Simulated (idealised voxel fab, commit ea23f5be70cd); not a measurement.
process module | voxel self aligned contacts
cross-section cut | 275 nm wide | cells 5 nm
A cross-section is a grid of square cells, given in bands from the top down. A band is one or more rows of cells.
Each band's line starts with the height of the band's top and of its bottom, in nm. Then come its materials from left to right, each with its width in nm. One material with "throughout" fills the band from edge to edge. "air" is empty space.
Height 0 is the level under which the wafer as received is all one material. The lowest band goes on downwards, as in "0 down".
A width such as "30 to 40" changes by the same amount from each row of cells to the next, from the band's top row to its bottom row.
"no change" after a step means that no cell of the cross-section changed.
closed voids: empty space of 8 cells or more with no open way to the top, each as width x height at its distance from the left edge, in nm
after a step's settings: what the simulator itself notes on the step
overlay nm, on a step with a mask: how far to the right of its planned place the mask lay; to the left if negative
plan
1 op RECEIVE | material Si
2 op OXIDIZE | depth nm 5
3 op DIRECTIONAL_DEP | material polySi | thk nm 25
4 op DIRECTIONAL_DEP | material SiN | thk nm 15
5 op DIRECTIONAL_DEP | material aC | thk nm 10
6 op PATTERN | tone cover | mask id GATE | material resist | width nm 35 | pitch nm 65 | thk nm 25 | overlay nm 0
7 op DIRECTIONAL_ETCH | etch materials aC | depth nm 10
8 op STRIP | etch materials resist
9 op DIRECTIONAL_ETCH | etch materials SiN | depth nm 15
10 op DIRECTIONAL_ETCH | etch materials polySi | depth nm 25
11 op STRIP | etch materials aC
12 op CONFORMAL_DEP | material SiN | thk nm 5
13 op DIRECTIONAL_ETCH | etch materials SiN | depth nm 5
14 op FILL_DEP | material SiO2 | thk nm 20
15 op CMP | height nm 50
16 op DIRECTIONAL_DEP | material aC | thk nm 15
17 op PATTERN | tone open | mask id CONTACT | material resist | width nm 50 | thk nm 35 | overlay nm 0
18 op DIRECTIONAL_ETCH | etch materials aC | depth nm 15
19 op STRIP | etch materials resist
20 op DIRECTIONAL_ETCH | etch materials SiO2 | depth nm 55
21 op STRIP | etch materials aC
22 op CONFORMAL_DEP | material TiN | thk nm 5
23 op FILL_DEP | material Ru | thk nm 5
24 op CMP | height nm 50
25 op CONFORMAL_DEP | material SiN | thk nm 5
first wafer, as planned
as received, after step 1
  0 down: Si throughout
  closed voids: none
after step 2
  0 to -5: SiO2 throughout
  below -5: unchanged
after step 3
  25 to 0: polySi throughout
  below 0: unchanged
after step 4
  40 to 25: SiN throughout
  below 25: unchanged
after step 5
  50 to 40: aC throughout
  below 40: unchanged
after step 6
  75 to 50: air 85 | resist 35 | air 30 | resist 35 | air 90
  below 50: unchanged
after step 7
  65 to 50: air 85 | resist 35 | air 30 | resist 35 | air 90
  50 to 40: air 85 | aC 35 | air 30 | aC 35 | air 90
  below 40: unchanged
after step 8
  50 to 40: air 85 | aC 35 | air 30 | aC 35 | air 90
  below 40: unchanged
after step 9
  50 to 40: air 85 | aC 35 | air 30 | aC 35 | air 90
  40 to 25: air 85 | SiN 35 | air 30 | SiN 35 | air 90
  below 25: unchanged
after step 10
  50 to 40: air 85 | aC 35 | air 30 | aC 35 | air 90
  40 to 25: air 85 | SiN 35 | air 30 | SiN 35 | air 90
  25 to 0: air 85 | polySi 35 | air 30 | polySi 35 | air 90
  below 0: unchanged
after step 11
  40 to 25: air 85 | SiN 35 | air 30 | SiN 35 | air 90
  below 25: unchanged
after step 12
  45 to 25: air 80 | SiN 45 | air 20 | SiN 45 | air 85
  25 to 5: air 80 | SiN 5 | polySi 35 | SiN 5 | air 20 | SiN 5 | polySi 35 | SiN 5 | air 85
  5 to 0: SiN 85 | polySi 35 | SiN 30 | polySi 35 | SiN 90
  below 0: unchanged
after step 13
  40 to 25: air 80 | SiN 45 | air 20 | SiN 45 | air 85
  25 to 0: air 80 | SiN 5 | polySi 35 | SiN 5 | air 20 | SiN 5 | polySi 35 | SiN 5 | air 85
  below 0: unchanged
after step 14
  60 to 40: SiO2 throughout
  40 to 25: SiO2 80 | SiN 45 | SiO2 20 | SiN 45 | SiO2 85
  25 to 0: SiO2 80 | SiN 5 | polySi 35 | SiN 5 | SiO2 20 | SiN 5 | polySi 35 | SiN 5 | SiO2 85
  below 0: unchanged
after step 15
  50 to 40: SiO2 throughout
  below 40: unchanged
after step 16
  65 to 50: aC throughout
  below 50: unchanged
after step 17
  100 to 65: resist 110 | air 50 | resist 115
  below 65: unchanged
after step 18
  85 to 65: resist 110 | air 50 | resist 115
  65 to 50: aC 110 | air 50 | aC 115
  below 50: unchanged
after step 19
  65 to 50: aC 110 | air 50 | aC 115
  below 50: unchanged
after step 20
  65 to 50: aC 110 | air 50 | aC 115
  50 to 40: SiO2 110 | air 50 | SiO2 115
  40 to 25: SiO2 80 | SiN 45 | air 20 | SiN 45 | SiO2 85
  25 to 0: SiO2 80 | SiN 5 | polySi 35 | SiN 5 | air 20 | SiN 5 | polySi 35 | SiN 5 | SiO2 85
  0 to -5: SiO2 125 | air 20 | SiO2 130
  below -5: unchanged
after step 21
  50 to 40: SiO2 110 | air 50 | SiO2 115
  below 40: unchanged
after step 22
  55 to 50: TiN 115 | air 40 | TiN 120
  50 to 40: SiO2 110 | TiN 5 to 20 | air 40 to 10 | TiN 5 to 20 | SiO2 115
  40 to 25: SiO2 80 | SiN 45 | TiN 5 | air 10 | TiN 5 | SiN 45 | SiO2 85
  25 to 0: SiO2 80 | SiN 5 | polySi 35 | SiN 5 | TiN 5 | air 10 | TiN 5 | SiN 5 | polySi 35 | SiN 5 | SiO2 85
  0 to -5: SiO2 125 | TiN 20 | SiO2 130
  below -5: unchanged
after step 23
  60 to 55: Ru throughout
  55 to 50: TiN 115 | Ru 40 | TiN 120
  50 to 40: SiO2 110 | TiN 5 to 20 | Ru 40 to 10 | TiN 5 to 20 | SiO2 115
  40 to 25: SiO2 80 | SiN 45 | TiN 5 | Ru 10 | TiN 5 | SiN 45 | SiO2 85
  25 to 0: SiO2 80 | SiN 5 | polySi 35 | SiN 5 | TiN 5 | Ru 10 | TiN 5 | SiN 5 | polySi 35 | SiN 5 | SiO2 85
  below 0: unchanged
after step 24
  50 to 40: SiO2 110 | TiN 5 to 20 | Ru 40 to 10 | TiN 5 to 20 | SiO2 115
  below 40: unchanged
after step 25
  55 to 50: SiN throughout
  below 50: unchanged
second wafer: like start, like plan, one mistake. Through step 5 it matches the first wafer
when step 6 should have ended
  75 to 50: resist 85 | air 35 | resist 30 | air 35 | resist 90
  below 50: unchanged
when step 7 should have ended
  65 to 50: resist 85 | air 35 | resist 30 | air 35 | resist 90
  50 to 40: aC 85 | air 35 | aC 30 | air 35 | aC 90
  below 40: unchanged
when step 8 should have ended
  50 to 40: aC 85 | air 35 | aC 30 | air 35 | aC 90
  below 40: unchanged
when step 9 should have ended
  50 to 40: aC 85 | air 35 | aC 30 | air 35 | aC 90
  40 to 25: SiN 85 | air 35 | SiN 30 | air 35 | SiN 90
  below 25: unchanged
when step 10 should have ended
  50 to 40: aC 85 | air 35 | aC 30 | air 35 | aC 90
  40 to 25: SiN 85 | air 35 | SiN 30 | air 35 | SiN 90
  25 to 0: polySi 85 | air 35 | polySi 30 | air 35 | polySi 90
  below 0: unchanged
when step 11 should have ended
  40 to 25: SiN 85 | air 35 | SiN 30 | air 35 | SiN 90
  below 25: unchanged
when step 12 should have ended
  45 to 25: SiN 90 | air 25 | SiN 40 | air 25 | SiN 95
  25 to 5: polySi 85 | SiN 5 | air 25 | SiN 5 | polySi 30 | SiN 5 | air 25 | SiN 5 | polySi 90
  5 to 0: polySi 85 | SiN 35 | polySi 30 | SiN 35 | polySi 90
  below 0: unchanged
when step 13 should have ended
  40 to 25: SiN 90 | air 25 | SiN 40 | air 25 | SiN 95
  25 to 0: polySi 85 | SiN 5 | air 25 | SiN 5 | polySi 30 | SiN 5 | air 25 | SiN 5 | polySi 90
  below 0: unchanged
when step 14 should have ended
  60 to 40: SiO2 throughout
  40 to 25: SiN 90 | SiO2 25 | SiN 40 | SiO2 25 | SiN 95
  25 to 0: polySi 85 | SiN 5 | SiO2 25 | SiN 5 | polySi 30 | SiN 5 | SiO2 25 | SiN 5 | polySi 90
  below 0: unchanged
when step 15 should have ended
  50 to 40: SiO2 throughout
  below 40: unchanged
when step 16 should have ended
  65 to 50: aC throughout
  below 50: unchanged
when step 17 should have ended
  100 to 65: resist 110 | air 50 | resist 115
  below 65: unchanged
when step 18 should have ended
  85 to 65: resist 110 | air 50 | resist 115
  65 to 50: aC 110 | air 50 | aC 115
  below 50: unchanged
when step 19 should have ended
  65 to 50: aC 110 | air 50 | aC 115
  below 50: unchanged
when step 20 should have ended
  65 to 50: aC 110 | air 50 | aC 115
  50 to 40: SiO2 110 | air 50 | SiO2 115
  40 to 25: SiN 90 | SiO2 20 | air 5 | SiN 40 | air 5 | SiO2 20 | SiN 95
  25 to 0: polySi 85 | SiN 5 | SiO2 20 | air 5 | SiN 5 | polySi 30 | SiN 5 | air 5 | SiO2 20 | SiN 5 | polySi 90
  0 to -5: SiO2 110 | air 5 | SiO2 40 | air 5 | SiO2 115
  below -5: unchanged
when step 21 should have ended
  50 to 40: SiO2 110 | air 50 | SiO2 115
  below 40: unchanged
when step 22 should have ended
  55 to 50: TiN 115 | air 40 | TiN 120
  50 to 45: SiO2 110 | TiN 5 | air 40 | TiN 5 | SiO2 115
  45 to 40: SiO2 110 | TiN 50 | SiO2 115
  40 to 25: SiN 90 | SiO2 20 | TiN 5 | SiN 40 | TiN 5 | SiO2 20 | SiN 95
  25 to 0: polySi 85 | SiN 5 | SiO2 20 | TiN 5 | SiN 5 | polySi 30 | SiN 5 | TiN 5 | SiO2 20 | SiN 5 | polySi 90
  0 to -5: SiO2 110 | TiN 5 | SiO2 40 | TiN 5 | SiO2 115
  below -5: unchanged
when step 23 should have ended
  60 to 55: Ru throughout
  55 to 50: TiN 115 | Ru 40 | TiN 120
  50 to 45: SiO2 110 | TiN 5 | Ru 40 | TiN 5 | SiO2 115
  below 45: unchanged
when step 24 should have ended
  50 to 45: SiO2 110 | TiN 5 | Ru 40 | TiN 5 | SiO2 115
  below 45: unchanged
when step 25 should have ended
  55 to 50: SiN throughout
  below 50: unchanged
what went wrong: step 6 ran as: op PATTERN | tone open | mask id GATE | material resist | width nm 35 | pitch nm 65 | thk nm 25 | overlay nm 0
at the end the second wafer has, in cells: 18 fewer of Ru | 81 more of SiN | 198 fewer of SiO2 | 135 more of polySi
